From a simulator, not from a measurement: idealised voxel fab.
Process module, titled voxel transistor to metal
The figure presents cross-section cut, which has a width of 200 nm and is divided into square cells with an edge length of 5 nm.
For the purposes of this document, a cross-section shall be understood as a grid of square cells, specified as bands listed in top-to-bottom order, each band consisting of one or more rows of cells.
Look at the band entry: it leads with the top's height and the bottom's height in nm. Then it lists the materials left to right, with a width in nm for each. The word "throughout" on a single material says that material fills the band edge to edge. The word "air" is empty space.
Measure heights from 0. That's the level where, below it, the as-received wafer is all one material. The lowest band is bottomless and extends downward; write it as in "0 and below".
With a width like "30->40", each row of cells in the band differs from the next by the same amount, the top row carrying the first number and the bottom row the second.
What does "left unchanged" mean for a step? It means no cell of the cross-section changed in that step.
Look at "Closed void catalog" for the closed voids: empty spaces with no open path to the top, sized 8 cells or up. Each is width x height at distance, distance from the left edge, all nm.
Read whatever lies past the settings on a step's line as the simulator's own remark about the step.
overlay nm: where the mask lay relative to plan, measured to the right, on steps with a mask; negatives go left.
These are the steps we planned for the process:
1 RECEIVE, material Si
2 CONFORMAL_DEP, material SiO2, thk nm 5
3 CONFORMAL_DEP, material SiN, thk nm 15
4 PATTERN, tone cover, mask id ACTIVE, material resist, width nm 100, thk nm 15, overlay nm 0
5 DIRECTIONAL_ETCH, etch materials SiN, depth nm 15
6 DIRECTIONAL_ETCH, etch materials SiO2, depth nm 5
7 DIRECTIONAL_ETCH, etch materials Si, depth nm 35
8 STRIP, etch materials resist
9 FILL_DEP, material SiO2, thk nm 15
10 CMP, height nm 20
11 SELECTIVE_ETCH, etch materials SiO2, depth nm 5
12 STRIP, etch materials SiN
13 SELECTIVE_ETCH, etch materials SiO2, depth nm 5
14 OXIDIZE, depth nm 5
15 DIRECTIONAL_DEP, material polySi, thk nm 30
16 DIRECTIONAL_DEP, material SiCN, thk nm 10
17 PATTERN, tone cover, mask id GATE, material resist, width nm 20, thk nm 15, overlay nm 0
18 DIRECTIONAL_ETCH, etch materials SiCN, depth nm 20
19 DIRECTIONAL_ETCH, etch materials polySi, depth nm 40
20 STRIP, etch materials resist
21 CONFORMAL_DEP, material SiO2, thk nm 5
22 DIRECTIONAL_ETCH, etch materials SiO2, depth nm 5
23 CONFORMAL_DEP, material SiN, thk nm 5
24 DIRECTIONAL_ETCH, etch materials SiN, depth nm 5
25 DIRECTIONAL_ETCH, etch materials SiO2, depth nm 5
26 DIRECTIONAL_ETCH, etch materials Si, depth nm 15
27 EPI, material SiGe, thk nm 15
28 FILL_DEP, material SiO2, thk nm 5
29 CMP, height nm 40
30 DIRECTIONAL_DEP, material SiO2, thk nm 15
31 MASKED_ETCH, tone open, mask id CONTACT, width nm 20, pitch nm 70, etch materials SiO2, depth nm 45, overlay nm 0
32 CONFORMAL_DEP, material TiN, thk nm 5
33 FILL_DEP, material W, thk nm 10
34 CMP, height nm 55
35 DIRECTIONAL_DEP, material TiN, thk nm 5
36 DIRECTIONAL_DEP, material Ru, thk nm 20
37 DIRECTIONAL_DEP, material aC, thk nm 15
38 PATTERN, tone cover, mask id METAL_1, material resist, width nm 20, pitch nm 70, thk nm 30, overlay nm 0
39 DIRECTIONAL_ETCH, etch materials aC, depth nm 15
40 STRIP, etch materials resist
41 DIRECTIONAL_ETCH, etch materials Ru, depth nm 20
42 DIRECTIONAL_ETCH, etch materials TiN, depth nm 5
43 STRIP, etch materials aC
44 FILL_DEP, material lowk, thk nm 10
45 CMP, height nm 80
46 CONFORMAL_DEP, material SiCN, thk nm 5
47 DIRECTIONAL_DEP, material SiO2, thk nm 30
48 PATTERN, tone open, mask id METAL_2_HOLES, material resist, width nm 15, pitch nm 70, thk nm 20, overlay nm 0
49 DIRECTIONAL_ETCH, etch materials SiO2, depth nm 30
50 STRIP, etch materials resist
51 DIRECTIONAL_DEP, material aC, thk nm 15
52 PATTERN, tone open, mask id METAL_2, material resist, width nm 20, pitch nm 70, thk nm 30, overlay nm 0
53 DIRECTIONAL_ETCH, etch materials aC, depth nm 15
54 STRIP, etch materials resist
55 DIRECTIONAL_ETCH, etch materials SiO2, depth nm 15
56 DIRECTIONAL_ETCH, etch materials SiCN, depth nm 5
57 STRIP, etch materials aC
58 CONFORMAL_DEP, material TiN, thk nm 5
59 FILL_DEP, material Cu, thk nm 10
60 CMP, height nm 115
61 CONFORMAL_DEP, material SiN, thk nm 5
Run as planned: first of two wafers:
Cross-section, incoming material, after step 1:
0 and below = Si throughout
Closed void catalog: none
Wafer after step 2 (cross-section):
5 down to 0 = SiO2 throughout
Rest of section, below 0: as before.
Wafer after step 3 (cross-section):
20 down to 5 = SiN throughout
Rest of section, below 5: as before.
Wafer after step 4 (cross-section):
35 down to 20 = air (50)  resist (100)  air (50)
Rest of section, below 20: as before.
Wafer after step 5 (cross-section):
35 down to 20 = air (50)  resist (100)  air (50)
20 down to 5 = air (50)  SiN (100)  air (50)
Rest of section, below 5: as before.
Wafer after step 6 (cross-section):
35 down to 20 = air (50)  resist (100)  air (50)
20 down to 5 = air (50)  SiN (100)  air (50)
5 down to 0 = air (50)  SiO2 (100)  air (50)
Rest of section, below 0: as before.
Wafer after step 7 (cross-section):
35 down to 20 = air (50)  resist (100)  air (50)
20 down to 5 = air (50)  SiN (100)  air (50)
5 down to 0 = air (50)  SiO2 (100)  air (50)
0 down to -35 = air (50)  Si (100)  air (50)
Rest of section, below -35: as before.
Wafer after step 8 (cross-section):
20 down to 5 = air (50)  SiN (100)  air (50)
Rest of section, below 5: as before.
Wafer after step 9 (cross-section):
35 down to 20 = SiO2 throughout
20 down to 5 = SiO2 (50)  SiN (100)  SiO2 (50)
5 down to 0 = SiO2 throughout
0 down to -35 = SiO2 (50)  Si (100)  SiO2 (50)
Rest of section, below -35: as before.
Wafer after step 10 (cross-section):
20 down to 5 = SiO2 (50)  SiN (100)  SiO2 (50)
Rest of section, below 5: as before.
Wafer after step 11 (cross-section):
20 down to 15 = air (50)  SiN (100)  air (50)
Rest of section, below 15: as before.
Wafer after step 12 (cross-section):
15 down to 5 = SiO2 (50)  air (100)  SiO2 (50)
Rest of section, below 5: as before.
Wafer after step 13 (cross-section):
10 down to 0 = SiO2 (45)  air (110)  SiO2 (45)
Rest of section, below 0: as before.
Wafer after step 14 (cross-section):
10 down to 0 = SiO2 (45)  air (110)  SiO2 (45)
0 down to -5 = SiO2 throughout
Rest of section, below -5: as before.
Wafer after step 15 (cross-section):
40 down to 30 = polySi (45)  air (110)  polySi (45)
30 down to 10 = polySi throughout
10 down to 0 = SiO2 (45)  polySi (110)  SiO2 (45)
Rest of section, below 0: as before.
Wafer after step 16 (cross-section):
50 down to 40 = SiCN (45)  air (110)  SiCN (45)
40 down to 30 = polySi (45)  SiCN (110)  polySi (45)
Rest of section, below 30: as before.
Wafer after step 17 (cross-section):
65 down to 50 = air (90)  resist (20)  air (90)
50 down to 40 = SiCN (45)  air (45)  resist (20)  air (45)  SiCN (45)
Rest of section, below 40: as before.
Wafer after step 18 (cross-section):
65 down to 40 = air (90)  resist (20)  air (90)
40 down to 30 = polySi (45)  air (45)  SiCN (20)  air (45)  polySi (45)
Rest of section, below 30: as before.
Wafer after step 19 (cross-section):
65 down to 40 = air (90)  resist (20)  air (90)
40 down to 30 = air (90)  SiCN (20)  air (90)
30 down to 10 = air (90)  polySi (20)  air (90)
10 down to 0 = SiO2 (45)  air (45)  polySi (20)  air (45)  SiO2 (45)
Rest of section, below 0: as before.
Wafer after step 20 (cross-section):
40 down to 30 = air (90)  SiCN (20)  air (90)
Rest of section, below 30: as before.
Wafer after step 21 (cross-section):
45 down to 40 = air (85)  SiO2 (30)  air (85)
40 down to 30 = air (85)  SiO2 (5)  SiCN (20)  SiO2 (5)  air (85)
30 down to 15 = air (85)  SiO2 (5)  polySi (20)  SiO2 (5)  air (85)
15 down to 5 = SiO2 (50)  air (35)  SiO2 (5)  polySi (20)  SiO2 (5)  air (35)  SiO2 (50)
5 down to 0 = SiO2 (90)  polySi (20)  SiO2 (90)
Rest of section, below 0: as before.
Wafer after step 22 (cross-section):
40 down to 30 = air (85)  SiO2 (5)  SiCN (20)  SiO2 (5)  air (85)
30 down to 10 = air (85)  SiO2 (5)  polySi (20)  SiO2 (5)  air (85)
10 down to 0 = SiO2 (50)  air (35)  SiO2 (5)  polySi (20)  SiO2 (5)  air (35)  SiO2 (50)
Rest of section, below 0: as before.
Wafer after step 23 (cross-section):
45 down to 40 = air (80)  SiN (40)  air (80)
40 down to 30 = air (80)  SiN (5)  SiO2 (5)  SiCN (20)  SiO2 (5)  SiN (5)  air (80)
30 down to 15 = air (80)  SiN (5)  SiO2 (5)  polySi (20)  SiO2 (5)  SiN (5)  air (80)
15 down to 10 = SiN (55)  air (25)  SiN (5)  SiO2 (5)  polySi (20)  SiO2 (5)  SiN (5)  air (25)  SiN (55)
10 down to 5 = SiO2 (50)  SiN (5)  air (25)  SiN (5)  SiO2 (5)  polySi (20)  SiO2 (5)  SiN (5)  air (25)  SiN (5)  SiO2 (50)
5 down to 0 = SiO2 (50)  SiN (35)  SiO2 (5)  polySi (20)  SiO2 (5)  SiN (35)  SiO2 (50)
Rest of section, below 0: as before.
Wafer after step 24 (cross-section):
40 down to 30 = air (80)  SiN (5)  SiO2 (5)  SiCN (20)  SiO2 (5)  SiN (5)  air (80)
30 down to 10 = air (80)  SiN (5)  SiO2 (5)  polySi (20)  SiO2 (5)  SiN (5)  air (80)
10 down to 0 = SiO2 (50)  SiN (5)  air (25)  SiN (5)  SiO2 (5)  polySi (20)  SiO2 (5)  SiN (5)  air (25)  SiN (5)  SiO2 (50)
Rest of section, below 0: as before.
Wafer after step 25 (cross-section):
40 down to 35 = air (80)  SiN (5)  air (5)  SiCN (20)  air (5)  SiN (5)  air (80)
35 down to 30 = air (80)  SiN (5)  SiO2 (5)  SiCN (20)  SiO2 (5)  SiN (5)  air (80)
30 down to 10 = air (80)  SiN (5)  SiO2 (5)  polySi (20)  SiO2 (5)  SiN (5)  air (80)
10 down to 5 = air (50)  SiN (5)  air (25)  SiN (5)  SiO2 (5)  polySi (20)  SiO2 (5)  SiN (5)  air (25)  SiN (5)  air (50)
5 down to 0 = SiO2 (50)  SiN (5)  air (25)  SiN (5)  SiO2 (5)  polySi (20)  SiO2 (5)  SiN (5)  air (25)  SiN (5)  SiO2 (50)
0 down to -5 = SiO2 (55)  air (25)  SiO2 (40)  air (25)  SiO2 (55)
Rest of section, below -5: as before.
Wafer after step 26 (cross-section):
40 down to 35 = air (80)  SiN (5)  air (5)  SiCN (20)  air (5)  SiN (5)  air (80)
35 down to 30 = air (80)  SiN (5)  SiO2 (5)  SiCN (20)  SiO2 (5)  SiN (5)  air (80)
30 down to 10 = air (80)  SiN (5)  SiO2 (5)  polySi (20)  SiO2 (5)  SiN (5)  air (80)
10 down to 5 = air (50)  SiN (5)  air (25)  SiN (5)  SiO2 (5)  polySi (20)  SiO2 (5)  SiN (5)  air (25)  SiN (5)  air (50)
5 down to 0 = SiO2 (50)  SiN (5)  air (25)  SiN (5)  SiO2 (5)  polySi (20)  SiO2 (5)  SiN (5)  air (25)  SiN (5)  SiO2 (50)
0 down to -5 = SiO2 (55)  air (25)  SiO2 (40)  air (25)  SiO2 (55)
-5 down to -20 = SiO2 (50)  Si (5)  air (25)  Si (40)  air (25)  Si (5)  SiO2 (50)
Rest of section, below -20: as before.
Wafer after step 27 (cross-section):
40 down to 35 = air (80)  SiN (5)  air (5)  SiCN (20)  air (5)  SiN (5)  air (80)
35 down to 30 = air (80)  SiN (5)  SiO2 (5)  SiCN (20)  SiO2 (5)  SiN (5)  air (80)
30 down to 10 = air (80)  SiN (5)  SiO2 (5)  polySi (20)  SiO2 (5)  SiN (5)  air (80)
10 down to 5 = air (50)  SiN (5)  SiGe (25)  SiN (5)  SiO2 (5)  polySi (20)  SiO2 (5)  SiN (5)  SiGe (25)  SiN (5)  air (50)
5 down to 0 = SiO2 (50)  SiN (5)  SiGe (25)  SiN (5)  SiO2 (5)  polySi (20)  SiO2 (5)  SiN (5)  SiGe (25)  SiN (5)  SiO2 (50)
0 down to -5 = SiO2 (55)  SiGe (25)  SiO2 (40)  SiGe (25)  SiO2 (55)
-5 down to -20 = SiO2 (50)  Si (5)  SiGe (25)  Si (40)  SiGe (25)  Si (5)  SiO2 (50)
Rest of section, below -20: as before.
Wafer after step 28 (cross-section):
45 down to 40 = SiO2 throughout
40 down to 30 = SiO2 (80)  SiN (5)  SiO2 (5)  SiCN (20)  SiO2 (5)  SiN (5)  SiO2 (80)
30 down to 10 = SiO2 (80)  SiN (5)  SiO2 (5)  polySi (20)  SiO2 (5)  SiN (5)  SiO2 (80)
10 down to 0 = SiO2 (50)  SiN (5)  SiGe (25)  SiN (5)  SiO2 (5)  polySi (20)  SiO2 (5)  SiN (5)  SiGe (25)  SiN (5)  SiO2 (50)
Rest of section, below 0: as before.
Wafer after step 29 (cross-section):
40 down to 30 = SiO2 (80)  SiN (5)  SiO2 (5)  SiCN (20)  SiO2 (5)  SiN (5)  SiO2 (80)
Rest of section, below 30: as before.
Wafer after step 30 (cross-section):
55 down to 40 = SiO2 throughout
Rest of section, below 40: as before.
Wafer after step 31 (cross-section):
55 down to 40 = SiO2 (55)  air (20)  SiO2 (50)  air (20)  SiO2 (55)
40 down to 30 = SiO2 (55)  air (20)  SiO2 (5)  SiN (5)  SiO2 (5)  SiCN (20)  SiO2 (5)  SiN (5)  SiO2 (5)  air (20)  SiO2 (55)
30 down to 10 = SiO2 (55)  air (20)  SiO2 (5)  SiN (5)  SiO2 (5)  polySi (20)  SiO2 (5)  SiN (5)  SiO2 (5)  air (20)  SiO2 (55)
Rest of section, below 10: as before.
Wafer after step 32 (cross-section):
60 down to 55 = TiN (60)  air (10)  TiN (60)  air (10)  TiN (60)
55 down to 40 = SiO2 (55)  TiN (5)  air (10)  TiN (5)  SiO2 (50)  TiN (5)  air (10)  TiN (5)  SiO2 (55)
40 down to 30 = SiO2 (55)  TiN (5)  air (10)  TiN (5)  SiO2 (5)  SiN (5)  SiO2 (5)  SiCN (20)  SiO2 (5)  SiN (5)  SiO2 (5)  TiN (5)  air (10)  TiN (5)  SiO2 (55)
30 down to 15 = SiO2 (55)  TiN (5)  air (10)  TiN (5)  SiO2 (5)  SiN (5)  SiO2 (5)  polySi (20)  SiO2 (5)  SiN (5)  SiO2 (5)  TiN (5)  air (10)  TiN (5)  SiO2 (55)
15 down to 10 = SiO2 (55)  TiN (20)  SiO2 (5)  SiN (5)  SiO2 (5)  polySi (20)  SiO2 (5)  SiN (5)  SiO2 (5)  TiN (20)  SiO2 (55)
Rest of section, below 10: as before.
Wafer after step 33 (cross-section):
70 down to 60 = W throughout
60 down to 55 = TiN (60)  W (10)  TiN (60)  W (10)  TiN (60)
55 down to 40 = SiO2 (55)  TiN (5)  W (10)  TiN (5)  SiO2 (50)  TiN (5)  W (10)  TiN (5)  SiO2 (55)
40 down to 30 = SiO2 (55)  TiN (5)  W (10)  TiN (5)  SiO2 (5)  SiN (5)  SiO2 (5)  SiCN (20)  SiO2 (5)  SiN (5)  SiO2 (5)  TiN (5)  W (10)  TiN (5)  SiO2 (55)
30 down to 15 = SiO2 (55)  TiN (5)  W (10)  TiN (5)  SiO2 (5)  SiN (5)  SiO2 (5)  polySi (20)  SiO2 (5)  SiN (5)  SiO2 (5)  TiN (5)  W (10)  TiN (5)  SiO2 (55)
Rest of section, below 15: as before.
Wafer after step 34 (cross-section):
55 down to 40 = SiO2 (55)  TiN (5)  W (10)  TiN (5)  SiO2 (50)  TiN (5)  W (10)  TiN (5)  SiO2 (55)
Rest of section, below 40: as before.
Wafer after step 35 (cross-section):
60 down to 55 = TiN throughout
Rest of section, below 55: as before.
Wafer after step 36 (cross-section):
80 down to 60 = Ru throughout
Rest of section, below 60: as before.
Wafer after step 37 (cross-section):
95 down to 80 = aC throughout
Rest of section, below 80: as before.
Wafer after step 38 (cross-section):
125 down to 95 = air (55)  resist (20)  air (50)  resist (20)  air (55)
Rest of section, below 95: as before.
Wafer after step 39 (cross-section):
110 down to 95 = air (55)  resist (20)  air (50)  resist (20)  air (55)
95 down to 80 = air (55)  aC (20)  air (50)  aC (20)  air (55)
Rest of section, below 80: as before.
Wafer after step 40 (cross-section):
95 down to 80 = air (55)  aC (20)  air (50)  aC (20)  air (55)
Rest of section, below 80: as before.
Wafer after step 41 (cross-section):
95 down to 80 = air (55)  aC (20)  air (50)  aC (20)  air (55)
80 down to 60 = air (55)  Ru (20)  air (50)  Ru (20)  air (55)
Rest of section, below 60: as before.
Wafer after step 42 (cross-section):
95 down to 80 = air (55)  aC (20)  air (50)  aC (20)  air (55)
80 down to 60 = air (55)  Ru (20)  air (50)  Ru (20)  air (55)
60 down to 55 = air (55)  TiN (20)  air (50)  TiN (20)  air (55)
Rest of section, below 55: as before.
Wafer after step 43 (cross-section):
80 down to 60 = air (55)  Ru (20)  air (50)  Ru (20)  air (55)
Rest of section, below 60: as before.
Wafer after step 44 (cross-section):
90 down to 80 = lowk throughout
80 down to 60 = lowk (55)  Ru (20)  lowk (50)  Ru (20)  lowk (55)
60 down to 55 = lowk (55)  TiN (20)  lowk (50)  TiN (20)  lowk (55)
Rest of section, below 55: as before.
Wafer after step 45 (cross-section):
80 down to 60 = lowk (55)  Ru (20)  lowk (50)  Ru (20)  lowk (55)
Rest of section, below 60: as before.
Wafer after step 46 (cross-section):
85 down to 80 = SiCN throughout
Rest of section, below 80: as before.
Wafer after step 47 (cross-section):
115 down to 85 = SiO2 throughout
Rest of section, below 85: as before.
Wafer after step 48 (cross-section):
135 down to 115 = resist (55)  air (15)  resist (55)  air (15)  resist (60)
Rest of section, below 115: as before.
Wafer after step 49 (cross-section):
135 down to 115 = resist (55)  air (15)  resist (55)  air (15)  resist (60)
115 down to 85 = SiO2 (55)  air (15)  SiO2 (55)  air (15)  SiO2 (60)
Rest of section, below 85: as before.
Wafer after step 50 (cross-section):
115 down to 85 = SiO2 (55)  air (15)  SiO2 (55)  air (15)  SiO2 (60)
Rest of section, below 85: as before.
Wafer after step 51 (cross-section):
130 down to 115 = aC (55)  air (15)  aC (55)  air (15)  aC (60)
115 down to 100 = SiO2 (55)  air (15)  SiO2 (55)  air (15)  SiO2 (60)
100 down to 85 = SiO2 (55)  aC (15)  SiO2 (55)  aC (15)  SiO2 (60)
Rest of section, below 85: as before.
Wafer after step 52 (cross-section):
160 down to 130 = resist (55)  air (20)  resist (50)  air (20)  resist (55)
Rest of section, below 130: as before.
Wafer after step 53 (cross-section):
145 down to 130 = resist (55)  air (20)  resist (50)  air (20)  resist (55)
130 down to 115 = aC (55)  air (20)  aC (50)  air (20)  aC (55)
115 down to 85 = SiO2 (55)  air (15)  SiO2 (55)  air (15)  SiO2 (60)
Rest of section, below 85: as before.
Wafer after step 54 (cross-section):
130 down to 115 = aC (55)  air (20)  aC (50)  air (20)  aC (55)
Rest of section, below 115: as before.
Wafer after step 55 (cross-section):
130 down to 115 = aC (55)  air (20)  aC (50)  air (20)  aC (55)
115 down to 100 = SiO2 (55)  air (20)  SiO2 (50)  air (20)  SiO2 (55)
Rest of section, below 100: as before.
Wafer after step 56 (cross-section):
130 down to 115 = aC (55)  air (20)  aC (50)  air (20)  aC (55)
115 down to 100 = SiO2 (55)  air (20)  SiO2 (50)  air (20)  SiO2 (55)
100 down to 85 = SiO2 (55)  air (15)  SiO2 (55)  air (15)  SiO2 (60)
85 down to 80 = SiCN (55)  air (15)  SiCN (55)  air (15)  SiCN (60)
Rest of section, below 80: as before.
Wafer after step 57 (cross-section):
115 down to 100 = SiO2 (55)  air (20)  SiO2 (50)  air (20)  SiO2 (55)
Rest of section, below 100: as before.
Wafer after step 58 (cross-section):
120 down to 115 = TiN (60)  air (10)  TiN (60)  air (10)  TiN (60)
115 down to 105 = SiO2 (55)  TiN (5)  air (10)  TiN (5)  SiO2 (50)  TiN (5)  air (10)  TiN (5)  SiO2 (55)
105 down to 100 = SiO2 (55)  TiN (5)  air (5)  TiN (10)  SiO2 (50)  TiN (5)  air (5)  TiN (10)  SiO2 (55)
100 down to 85 = SiO2 (55)  TiN (5)  air (5)  TiN (5)  SiO2 (55)  TiN (5)  air (5)  TiN (5)  SiO2 (60)
85 down to 80 = SiCN (55)  TiN (15)  SiCN (55)  TiN (15)  SiCN (60)
Rest of section, below 80: as before.
Wafer after step 59 (cross-section):
130 down to 120 = Cu throughout
120 down to 115 = TiN (60)  Cu (10)  TiN (60)  Cu (10)  TiN (60)
115 down to 105 = SiO2 (55)  TiN (5)  Cu (10)  TiN (5)  SiO2 (50)  TiN (5)  Cu (10)  TiN (5)  SiO2 (55)
105 down to 100 = SiO2 (55)  TiN (5)  Cu (5)  TiN (10)  SiO2 (50)  TiN (5)  Cu (5)  TiN (10)  SiO2 (55)
100 down to 85 = SiO2 (55)  TiN (5)  Cu (5)  TiN (5)  SiO2 (55)  TiN (5)  Cu (5)  TiN (5)  SiO2 (60)
Rest of section, below 85: as before.
Wafer after step 60 (cross-section):
115 down to 105 = SiO2 (55)  TiN (5)  Cu (10)  TiN (5)  SiO2 (50)  TiN (5)  Cu (10)  TiN (5)  SiO2 (55)
Rest of section, below 105: as before.
Wafer after step 61 (cross-section):
120 down to 115 = SiN throughout
Rest of section, below 115: as before.
Second wafer: like start, like plan, one mistake. Through step 30 it matches the first wafer:
Second wafer, sectioned view, at step 31's planned end time:
55 down to 40 = air (55)  SiO2 (20)  air (50)  SiO2 (20)  air (55)
40 down to 30 = air (55)  SiO2 (20)  air (5)  SiN (5)  air (5)  SiCN (20)  air (5)  SiN (5)  air (5)  SiO2 (20)  air (55)
30 down to 10 = air (55)  SiO2 (20)  air (5)  SiN (5)  air (5)  polySi (20)  air (5)  SiN (5)  air (5)  SiO2 (20)  air (55)
Rest of section, below 10: as before.
Second wafer, sectioned view, at step 32's planned end time:
60 down to 55 = air (50)  TiN (30)  air (40)  TiN (30)  air (50)
55 down to 45 = air (50)  TiN (5)  SiO2 (20)  TiN (5)  air (40)  TiN (5)  SiO2 (20)  TiN (5)  air (50)
45 down to 40 = air (50)  TiN (5)  SiO2 (20)  TiN (50)  SiO2 (20)  TiN (5)  air (50)
40 down to 30 = air (50)  TiN (5)  SiO2 (20)  TiN (5)  SiN (5)  TiN (5)  SiCN (20)  TiN (5)  SiN (5)  TiN (5)  SiO2 (20)  TiN (5)  air (50)
30 down to 15 = air (50)  TiN (5)  SiO2 (20)  TiN (5)  SiN (5)  TiN (5)  polySi (20)  TiN (5)  SiN (5)  TiN (5)  SiO2 (20)  TiN (5)  air (50)
15 down to 10 = TiN (55)  SiO2 (20)  TiN (5)  SiN (5)  TiN (5)  polySi (20)  TiN (5)  SiN (5)  TiN (5)  SiO2 (20)  TiN (55)
Rest of section, below 10: as before.
Second wafer, sectioned view, at step 33's planned end time:
70 down to 60 = W throughout
60 down to 55 = W (50)  TiN (30)  W (40)  TiN (30)  W (50)
55 down to 45 = W (50)  TiN (5)  SiO2 (20)  TiN (5)  W (40)  TiN (5)  SiO2 (20)  TiN (5)  W (50)
45 down to 40 = W (50)  TiN (5)  SiO2 (20)  TiN (50)  SiO2 (20)  TiN (5)  W (50)
40 down to 30 = W (50)  TiN (5)  SiO2 (20)  TiN (5)  SiN (5)  TiN (5)  SiCN (20)  TiN (5)  SiN (5)  TiN (5)  SiO2 (20)  TiN (5)  W (50)
30 down to 15 = W (50)  TiN (5)  SiO2 (20)  TiN (5)  SiN (5)  TiN (5)  polySi (20)  TiN (5)  SiN (5)  TiN (5)  SiO2 (20)  TiN (5)  W (50)
Rest of section, below 15: as before.
Second wafer, sectioned view, at step 34's planned end time:
55 down to 45 = W (50)  TiN (5)  SiO2 (20)  TiN (5)  W (40)  TiN (5)  SiO2 (20)  TiN (5)  W (50)
Rest of section, below 45: as before.
Second wafer, sectioned view, at step 35's planned end time:
60 down to 55 = TiN throughout
Rest of section, below 55: as before.
Second wafer, sectioned view, at step 36's planned end time:
80 down to 60 = Ru throughout
Rest of section, below 60: as before.
Second wafer, sectioned view, at step 37's planned end time:
95 down to 80 = aC throughout
Rest of section, below 80: as before.
Second wafer, sectioned view, at step 38's planned end time:
125 down to 95 = air (55)  resist (20)  air (50)  resist (20)  air (55)
Rest of section, below 95: as before.
Second wafer, sectioned view, at step 39's planned end time:
110 down to 95 = air (55)  resist (20)  air (50)  resist (20)  air (55)
95 down to 80 = air (55)  aC (20)  air (50)  aC (20)  air (55)
Rest of section, below 80: as before.
Second wafer, sectioned view, at step 40's planned end time:
95 down to 80 = air (55)  aC (20)  air (50)  aC (20)  air (55)
Rest of section, below 80: as before.
Second wafer, sectioned view, at step 41's planned end time:
95 down to 80 = air (55)  aC (20)  air (50)  aC (20)  air (55)
80 down to 60 = air (55)  Ru (20)  air (50)  Ru (20)  air (55)
Rest of section, below 60: as before.
Second wafer, sectioned view, at step 42's planned end time:
95 down to 80 = air (55)  aC (20)  air (50)  aC (20)  air (55)
80 down to 60 = air (55)  Ru (20)  air (50)  Ru (20)  air (55)
60 down to 55 = air (55)  TiN (20)  air (50)  TiN (20)  air (55)
Rest of section, below 55: as before.
Second wafer, sectioned view, at step 43's planned end time:
80 down to 60 = air (55)  Ru (20)  air (50)  Ru (20)  air (55)
Rest of section, below 60: as before.
Second wafer, sectioned view, at step 44's planned end time:
90 down to 80 = lowk throughout
80 down to 60 = lowk (55)  Ru (20)  lowk (50)  Ru (20)  lowk (55)
60 down to 55 = lowk (55)  TiN (20)  lowk (50)  TiN (20)  lowk (55)
Rest of section, below 55: as before.
Second wafer, sectioned view, at step 45's planned end time:
80 down to 60 = lowk (55)  Ru (20)  lowk (50)  Ru (20)  lowk (55)
Rest of section, below 60: as before.
Second wafer, sectioned view, at step 46's planned end time:
85 down to 80 = SiCN throughout
Rest of section, below 80: as before.
Second wafer, sectioned view, at step 47's planned end time:
115 down to 85 = SiO2 throughout
Rest of section, below 85: as before.
Second wafer, sectioned view, at step 48's planned end time:
135 down to 115 = resist (55)  air (15)  resist (55)  air (15)  resist (60)
Rest of section, below 115: as before.
Second wafer, sectioned view, at step 49's planned end time:
135 down to 115 = resist (55)  air (15)  resist (55)  air (15)  resist (60)
115 down to 85 = SiO2 (55)  air (15)  SiO2 (55)  air (15)  SiO2 (60)
Rest of section, below 85: as before.
Second wafer, sectioned view, at step 50's planned end time:
115 down to 85 = SiO2 (55)  air (15)  SiO2 (55)  air (15)  SiO2 (60)
Rest of section, below 85: as before.
Second wafer, sectioned view, at step 51's planned end time:
130 down to 115 = aC (55)  air (15)  aC (55)  air (15)  aC (60)
115 down to 100 = SiO2 (55)  air (15)  SiO2 (55)  air (15)  SiO2 (60)
100 down to 85 = SiO2 (55)  aC (15)  SiO2 (55)  aC (15)  SiO2 (60)
Rest of section, below 85: as before.
Second wafer, sectioned view, at step 52's planned end time:
160 down to 130 = resist (55)  air (20)  resist (50)  air (20)  resist (55)
Rest of section, below 130: as before.
Second wafer, sectioned view, at step 53's planned end time:
145 down to 130 = resist (55)  air (20)  resist (50)  air (20)  resist (55)
130 down to 115 = aC (55)  air (20)  aC (50)  air (20)  aC (55)
115 down to 85 = SiO2 (55)  air (15)  SiO2 (55)  air (15)  SiO2 (60)
Rest of section, below 85: as before.
Second wafer, sectioned view, at step 54's planned end time:
130 down to 115 = aC (55)  air (20)  aC (50)  air (20)  aC (55)
Rest of section, below 115: as before.
Second wafer, sectioned view, at step 55's planned end time:
130 down to 115 = aC (55)  air (20)  aC (50)  air (20)  aC (55)
115 down to 100 = SiO2 (55)  air (20)  SiO2 (50)  air (20)  SiO2 (55)
Rest of section, below 100: as before.
Second wafer, sectioned view, at step 56's planned end time:
130 down to 115 = aC (55)  air (20)  aC (50)  air (20)  aC (55)
115 down to 100 = SiO2 (55)  air (20)  SiO2 (50)  air (20)  SiO2 (55)
100 down to 85 = SiO2 (55)  air (15)  SiO2 (55)  air (15)  SiO2 (60)
85 down to 80 = SiCN (55)  air (15)  SiCN (55)  air (15)  SiCN (60)
Rest of section, below 80: as before.
Second wafer, sectioned view, at step 57's planned end time:
115 down to 100 = SiO2 (55)  air (20)  SiO2 (50)  air (20)  SiO2 (55)
Rest of section, below 100: as before.
Second wafer, sectioned view, at step 58's planned end time:
120 down to 115 = TiN (60)  air (10)  TiN (60)  air (10)  TiN (60)
115 down to 105 = SiO2 (55)  TiN (5)  air (10)  TiN (5)  SiO2 (50)  TiN (5)  air (10)  TiN (5)  SiO2 (55)
105 down to 100 = SiO2 (55)  TiN (5)  air (5)  TiN (10)  SiO2 (50)  TiN (5)  air (5)  TiN (10)  SiO2 (55)
100 down to 85 = SiO2 (55)  TiN (5)  air (5)  TiN (5)  SiO2 (55)  TiN (5)  air (5)  TiN (5)  SiO2 (60)
85 down to 80 = SiCN (55)  TiN (15)  SiCN (55)  TiN (15)  SiCN (60)
Rest of section, below 80: as before.
Second wafer, sectioned view, at step 59's planned end time:
130 down to 120 = Cu throughout
120 down to 115 = TiN (60)  Cu (10)  TiN (60)  Cu (10)  TiN (60)
115 down to 105 = SiO2 (55)  TiN (5)  Cu (10)  TiN (5)  SiO2 (50)  TiN (5)  Cu (10)  TiN (5)  SiO2 (55)
105 down to 100 = SiO2 (55)  TiN (5)  Cu (5)  TiN (10)  SiO2 (50)  TiN (5)  Cu (5)  TiN (10)  SiO2 (55)
100 down to 85 = SiO2 (55)  TiN (5)  Cu (5)  TiN (5)  SiO2 (55)  TiN (5)  Cu (5)  TiN (5)  SiO2 (60)
Rest of section, below 85: as before.
Second wafer, sectioned view, at step 60's planned end time:
115 down to 105 = SiO2 (55)  TiN (5)  Cu (10)  TiN (5)  SiO2 (50)  TiN (5)  Cu (10)  TiN (5)  SiO2 (55)
Rest of section, below 105: as before.
Second wafer, sectioned view, at step 61's planned end time:
120 down to 115 = SiN throughout
Rest of section, below 115: as before.
Plan not followed: step 31 deviated from plan and actually ran as MASKED_ETCH, tone cover, mask id CONTACT, width nm 20, pitch nm 70, etch materials SiO2, depth nm 45, overlay nm 0
At the finish, the second wafer shows more or fewer cells for some materials than the first does: -180 SiO2, +36 TiN, +144 W
